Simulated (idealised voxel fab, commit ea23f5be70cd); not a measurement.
You're looking at the process module voxel self aligned vias.
Section shown: cut. Width: 140 nm. Cell size: 5 nm, square.
Cross-section, as written here: a square-cell grid given band by band from the top down, where a band holds one or more rows of cells.
Top, bottom (nm), then materials left to right with widths (nm); lone material tagged "all across" fills the whole band edge to edge; "air" = empty space.
Heights from 0 (as-received wafer is one material below). Bottom band endless downward, as "0 down".
Width spec "30->40" -> top row of cells at first value, bottom row at second value, equal per-row change in between.
When a step is marked "nothing was modified", none of the cells in the cross-section changed during that step.
This entry, "Voids lacking openings", enumerates those empty regions of no fewer than 8 cells that possess no open connection to the top. Each region is reported in the form width x height at distance, the distance being taken from the left edge, with all three quantities expressed in nm.
Note: text after step settings on the step line = simulator remark on that step.
When a step includes a mask, the "overlay nm" setting on its line states how far to the right of its planned place that mask lay, and negative values state how far to the left.
So here's the lineup of process steps we planned
1) RECEIVE (material Si)
2) CONFORMAL_DEP (material SiO2; thk nm 15)
3) CONFORMAL_DEP (material SiCN; thk nm 5)
4) DIRECTIONAL_DEP (material SiO2; thk nm 20)
5) MASKED_ETCH (tone open; mask id LINES; width nm 25; pitch nm 50; etch materials SiO2; depth nm 20; overlay nm 0)
6) CONFORMAL_DEP (material TiN; thk nm 5)
7) FILL_DEP (material W; thk nm 10)
8) CMP (height nm 40)
9) SELECTIVE_ETCH (etch materials W Ru TiN; depth nm 10)
10) FILL_DEP (material SiN; thk nm 5)
11) CMP (height nm 40)
12) DIRECTIONAL_DEP (material SiO2; thk nm 15)
13) PATTERN (tone open; mask id VIAS; material resist; width nm 35; thk nm 20; overlay nm 0)
14) DIRECTIONAL_ETCH (etch materials SiO2; depth nm 15)
15) DIRECTIONAL_ETCH (etch materials SiN; depth nm 10)
16) STRIP (etch materials resist)
17) CONFORMAL_DEP (material TiN; thk nm 5)
18) FILL_DEP (material Cu; thk nm 10)
19) CMP (height nm 55)
20) CONFORMAL_DEP (material SiN; thk nm 5)
The cross-section here shows the wafer as received, i.e. in its state after step 1
  0 down: Si all across
  Voids lacking openings: none
The cross-section shown corresponds to the wafer at the conclusion of the module. The initial structure and the process plan are those presented above; however, one mistake occurred in executing the plan
  60 to 55: SiN all across
  55 to 45: SiO2 25  TiN 5  Cu 25  TiN 5  SiO2 80
  45 to 40: SiO2 25  TiN 35  SiO2 80
  40 to 30: SiN 25  TiN 5  SiO2 25  TiN 5  SiN 20  SiO2 25  SiN 35
  30 to 25: W 25  TiN 5  SiO2 25  TiN 5  W 15  TiN 5  SiO2 25  TiN 5  W 30
  25 to 20: TiN 30  SiO2 25  TiN 25  SiO2 25  TiN 35
  20 to 15: SiCN all across
  15 to 0: SiO2 all across
  0 down: Si all across
  Voids lacking openings: none
Which mistake was made when the wafer was run? off-plan run, step 5, actual operation and settings MASKED_ETCH (tone cover; mask id LINES; width nm 25; pitch nm 50; etch materials SiO2; depth nm 20; overlay nm 0)
